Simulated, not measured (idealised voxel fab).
A process module follows: voxel fin reveal.
The width of the displayed cross-section, cut, is 245 nm; its cells are square, with a size of 5 nm.
In what follows, cross-sections appear as grids of square cells, described through bands that run from the top down, where every band is one or more rows of cells.
Basically the band line says how high the top is and how high the bottom is, in nm, and then what's in it from left to right, every material with its width in nm. Empty space shows up as "empty", and if a single material carries "edge to edge" it runs the full band edge to edge.
For the purposes of this specification, 0 denotes the height below which the wafer in its as-received condition is composed wholly of one material, and the lowermost band, lacking a lower limit, extends downward without end, as expressed in "0 down".
Note: "30..40" means the width goes from the first number (top row of the band) to the second number (bottom row) in equal steps per row of cells.
No cell of the cross-section changed in a step that is given as "everything unchanged".
"Closed void table" contains a list of empty spaces, each no smaller than 8 cells and without an open way to the top, written in the form width x height at distance with the distance from the left edge and all three in nm.
Past the settings on a step's line: simulator remark, on that step.
The optional step-line setting "overlay nm" applies to steps with a mask and quantifies how far to the right of its planned location the mask lay, a negative value indicating leftward placement.
plan:
1) RECEIVE: material Si
2) CONFORMAL_DEP: material SiN, thk nm 5
3) MASKED_ETCH: tone cover, mask id FINS, width nm 15, pitch nm 45, etch materials SiN, depth nm 5, overlay nm 0
4) MASKED_ETCH: tone cover, mask id FINS, width nm 15, pitch nm 45, etch materials Si, depth nm 30, overlay nm 0
5) OXIDIZE: depth nm 5
6) FILL_DEP: material SiO2, thk nm 10
7) CMP: height nm 5
8) SELECTIVE_ETCH: etch materials SiO2, depth nm 20
9) STRIP: etch materials SiN
10) CONFORMAL_DEP: material HfO2, thk nm 5
First of two wafers: run as planned:
As-received wafer cross-section (after step 1):
- 0 down: Si edge to edge
- Closed void table: none
Wafer section view after processing step 2:
- 5 to 0: SiN edge to edge
- For the remainder of the cross-section, below 0, there is no change.
Wafer section view after processing step 3:
- 5 to 0: 70 nm empty, then 15 nm SiN, then 30 nm empty, then 15 nm SiN, then 30 nm empty, then 15 nm SiN, then 70 nm empty
- For the remainder of the cross-section, below 0, there is no change.
Wafer section view after processing step 4:
- 5 to 0: 70 nm empty, then 15 nm SiN, then 30 nm empty, then 15 nm SiN, then 30 nm empty, then 15 nm SiN, then 70 nm empty
- 0 to -30: 70 nm empty, then 15 nm Si, then 30 nm empty, then 15 nm Si, then 30 nm empty, then 15 nm Si, then 70 nm empty
- For the remainder of the cross-section, below -30, there is no change.
Wafer section view after processing step 5:
- 5 to 0: 70 nm empty, then 15 nm SiN, then 30 nm empty, then 15 nm SiN, then 30 nm empty, then 15 nm SiN, then 70 nm empty
- 0 to -30: 70 nm empty, then 5 nm SiO2, then 5 nm Si, then 5 nm SiO2, then 30 nm empty, then 5 nm SiO2, then 5 nm Si, then 5 nm SiO2, then 30 nm empty, then 5 nm SiO2, then 5 nm Si, then 5 nm SiO2, then 70 nm empty
- -30 to -35: 75 nm SiO2, then 5 nm Si, then 40 nm SiO2, then 5 nm Si, then 40 nm SiO2, then 5 nm Si, then 75 nm SiO2
- For the remainder of the cross-section, below -35, there is no change.
Wafer section view after processing step 6:
- 15 to 5: SiO2 edge to edge
- 5 to 0: 70 nm SiO2, then 15 nm SiN, then 30 nm SiO2, then 15 nm SiN, then 30 nm SiO2, then 15 nm SiN, then 70 nm SiO2
- 0 to -35: 75 nm SiO2, then 5 nm Si, then 40 nm SiO2, then 5 nm Si, then 40 nm SiO2, then 5 nm Si, then 75 nm SiO2
- For the remainder of the cross-section, below -35, there is no change.
Wafer section view after processing step 7:
- 5 to 0: 70 nm SiO2, then 15 nm SiN, then 30 nm SiO2, then 15 nm SiN, then 30 nm SiO2, then 15 nm SiN, then 70 nm SiO2
- For the remainder of the cross-section, below 0, there is no change.
Wafer section view after processing step 8:
- 5 to 0: 70 nm empty, then 15 nm SiN, then 30 nm empty, then 15 nm SiN, then 30 nm empty, then 15 nm SiN, then 70 nm empty
- 0 to -15: 75 nm empty, then 5 nm Si, then 40 nm empty, then 5 nm Si, then 40 nm empty, then 5 nm Si, then 75 nm empty
- For the remainder of the cross-section, below -15, there is no change.
Wafer section view after processing step 9:
- 0 to -15: 75 nm empty, then 5 nm Si, then 40 nm empty, then 5 nm Si, then 40 nm empty, then 5 nm Si, then 75 nm empty
- For the remainder of the cross-section, below -15, there is no change.
Wafer section view after processing step 10:
- 5 to 0: 70 nm empty, then 15 nm HfO2, then 30 nm empty, then 15 nm HfO2, then 30 nm empty, then 15 nm HfO2, then 70 nm empty
- 0 to -10: 70 nm empty, then 5 nm HfO2, then 5 nm Si, then 5 nm HfO2, then 30 nm empty, then 5 nm HfO2, then 5 nm Si, then 5 nm HfO2, then 30 nm empty, then 5 nm HfO2, then 5 nm Si, then 5 nm HfO2, then 70 nm empty
- -10 to -15: 75 nm HfO2, then 5 nm Si, then 40 nm HfO2, then 5 nm Si, then 40 nm HfO2, then 5 nm Si, then 75 nm HfO2
- For the remainder of the cross-section, below -15, there is no change.
It is to be noted that the second wafer proceeded from the same initial state and according to the same plan as the first, although one mistake was committed in its execution; through step 2, inclusive, the two wafers share an identical history:
The second wafer cut through, at the time step 3 was supposed to be finished:
- 5 to 0: 65 nm empty, then 25 nm SiN, then 20 nm empty, then 25 nm SiN, then 20 nm empty, then 25 nm SiN, then 65 nm empty
- For the remainder of the cross-section, below 0, there is no change.
The second wafer cut through, at the time step 4 was supposed to be finished:
- 5 to 0: 65 nm empty, then 25 nm SiN, then 20 nm empty, then 25 nm SiN, then 20 nm empty, then 25 nm SiN, then 65 nm empty
- 0 to -30: 65 nm empty, then 25 nm Si, then 20 nm empty, then 25 nm Si, then 20 nm empty, then 25 nm Si, then 65 nm empty
- For the remainder of the cross-section, below -30, there is no change.
The second wafer cut through, at the time step 5 was supposed to be finished:
- 5 to 0: 65 nm empty, then 25 nm SiN, then 20 nm empty, then 25 nm SiN, then 20 nm empty, then 25 nm SiN, then 65 nm empty
- 0 to -30: 65 nm empty, then 5 nm SiO2, then 15 nm Si, then 5 nm SiO2, then 20 nm empty, then 5 nm SiO2, then 15 nm Si, then 5 nm SiO2, then 20 nm empty, then 5 nm SiO2, then 15 nm Si, then 5 nm SiO2, then 65 nm empty
- -30 to -35: 70 nm SiO2, then 15 nm Si, then 30 nm SiO2, then 15 nm Si, then 30 nm SiO2, then 15 nm Si, then 70 nm SiO2
- For the remainder of the cross-section, below -35, there is no change.
The second wafer cut through, at the time step 6 was supposed to be finished:
- 15 to 5: SiO2 edge to edge
- 5 to 0: 65 nm SiO2, then 25 nm SiN, then 20 nm SiO2, then 25 nm SiN, then 20 nm SiO2, then 25 nm SiN, then 65 nm SiO2
- 0 to -35: 70 nm SiO2, then 15 nm Si, then 30 nm SiO2, then 15 nm Si, then 30 nm SiO2, then 15 nm Si, then 70 nm SiO2
- For the remainder of the cross-section, below -35, there is no change.
The second wafer cut through, at the time step 7 was supposed to be finished:
- 5 to 0: 65 nm SiO2, then 25 nm SiN, then 20 nm SiO2, then 25 nm SiN, then 20 nm SiO2, then 25 nm SiN, then 65 nm SiO2
- For the remainder of the cross-section, below 0, there is no change.
The second wafer cut through, at the time step 8 was supposed to be finished:
- 5 to 0: 65 nm empty, then 25 nm SiN, then 20 nm empty, then 25 nm SiN, then 20 nm empty, then 25 nm SiN, then 65 nm empty
- 0 to -15: 70 nm empty, then 15 nm Si, then 30 nm empty, then 15 nm Si, then 30 nm empty, then 15 nm Si, then 70 nm empty
- For the remainder of the cross-section, below -15, there is no change.
The second wafer cut through, at the time step 9 was supposed to be finished:
- 0 to -15: 70 nm empty, then 15 nm Si, then 30 nm empty, then 15 nm Si, then 30 nm empty, then 15 nm Si, then 70 nm empty
- For the remainder of the cross-section, below -15, there is no change.
The second wafer cut through, at the time step 10 was supposed to be finished:
- 5 to 0: 65 nm empty, then 25 nm HfO2, then 20 nm empty, then 25 nm HfO2, then 20 nm empty, then 25 nm HfO2, then 65 nm empty
- 0 to -10: 65 nm empty, then 5 nm HfO2, then 15 nm Si, then 5 nm HfO2, then 20 nm empty, then 5 nm HfO2, then 15 nm Si, then 5 nm HfO2, then 20 nm empty, then 5 nm HfO2, then 15 nm Si, then 5 nm HfO2, then 65 nm empty
- -10 to -15: 70 nm HfO2, then 15 nm Si, then 30 nm HfO2, then 15 nm Si, then 30 nm HfO2, then 15 nm Si, then 70 nm HfO2
- For the remainder of the cross-section, below -15, there is no change.
what went wrong: step 3 went in with a setting other than planned; the actual run was MASKED_ETCH: tone cover, mask id FINS, width nm 25, pitch nm 45, etch materials SiN, depth nm 5, overlay nm 0
Final wafer comparison in cells, second versus first, more or fewer per material: Si: 42 more; SiO2: 24 fewer
